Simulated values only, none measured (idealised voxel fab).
Proc. module: voxel self aligned contacts
Displayed cross-section: cut, width of 245 nm, square cells sized 5 nm.
This document writes a cross-section as a grid whose cells are square, and gives it as bands, listed from the top down; one or more rows of cells form a band.
First you get the band's top height and its bottom height, in nm, and then the materials it's made of, left to right, with each width in nm. If you see a single material with "everywhere", that one covers the band edge to edge. "empty" is empty space.
Height 0 is the level under which the wafer as received is all one material. The lowest band goes on downwards, as in "z 0 and below".
It should be noted that a width expressed as "30 to 40" varies in equal increments from row to row of cells within the band, taking the value of the first number at the top row and that of the second number at the bottom row.
The designation "no alterations made", where it is given for a processing step, indicates that no cell of the cross-section was altered in the course of that step.
Enclosed voids (no open way to top), threshold 8 cells or more, entry "Completely enclosed voids", notation width x height at distance, distance from left edge, nm.
Where a step's line continues beyond its settings, the continuation is a remark by the simulator itself on that step.
overlay nm, on a step with a mask: how far to the right of its planned place the mask lay; to the left if negative
### plan
1 RECEIVE [material Si]
2 OXIDIZE [depth nm 5]
3 DIRECTIONAL_DEP [material polySi] [thk nm 30]
4 DIRECTIONAL_DEP [material SiN] [thk nm 15]
5 MASKED_ETCH [tone cover] [mask id GATE] [width nm 35] [pitch nm 70] [etch materials SiN] [depth nm 15] [overlay nm 0]
6 MASKED_ETCH [tone cover] [mask id GATE] [width nm 35] [pitch nm 70] [etch materials polySi] [depth nm 30] [overlay nm 0]
7 CONFORMAL_DEP [material SiN] [thk nm 5]
8 DIRECTIONAL_ETCH [etch materials SiN] [depth nm 5]
9 FILL_DEP [material SiO2] [thk nm 15]
10 CMP [height nm 50]
11 DIRECTIONAL_DEP [material aC] [thk nm 15]
12 PATTERN [tone open] [mask id CONTACT] [material resist] [width nm 55] [pitch nm 70] [thk nm 35] [overlay nm 0]
13 DIRECTIONAL_ETCH [etch materials aC] [depth nm 15]
14 STRIP [etch materials resist]
15 DIRECTIONAL_ETCH [etch materials SiO2] [depth nm 55]
16 STRIP [etch materials aC]
17 CONFORMAL_DEP [material TiN] [thk nm 5]
18 FILL_DEP [material Ru] [thk nm 10]
19 CMP [height nm 50]
20 CONFORMAL_DEP [material SiCN] [thk nm 5]
### Wafer as received: cross-section following step 1
	z 0 and below: Si everywhere
	Completely enclosed voids: none
### Cross-sectional result after module completion. Note: starting condition and plan are unchanged from above; one processing mistake was made
	z 55 to 50: SiCN everywhere
	z 50 to 45: 60 of SiO2 | 20 of TiN | 15 of Ru | 20 of TiN | 15 of SiO2 | 20 of TiN | 15 of Ru | 20 of TiN | 60 of SiO2
	z 45 to 40: 30 of SiO2 | 45 of SiN | 25 of TiN | 45 of SiN | 25 of TiN | 45 of SiN | 30 of SiO2
	z 40 to 30: SiN everywhere
	z 30 to 0: polySi everywhere
	z 0 to -5: SiO2 everywhere
	z -5 and below: Si everywhere
	Completely enclosed voids: none
What was done differently from what was planned? step 5 ran with different settings than intended, the actual operation and settings being MASKED_ETCH [tone cover] [mask id GATE] [width nm 35] [pitch nm 70] [etch materials SiN] [depth nm 5] [overlay nm 0]
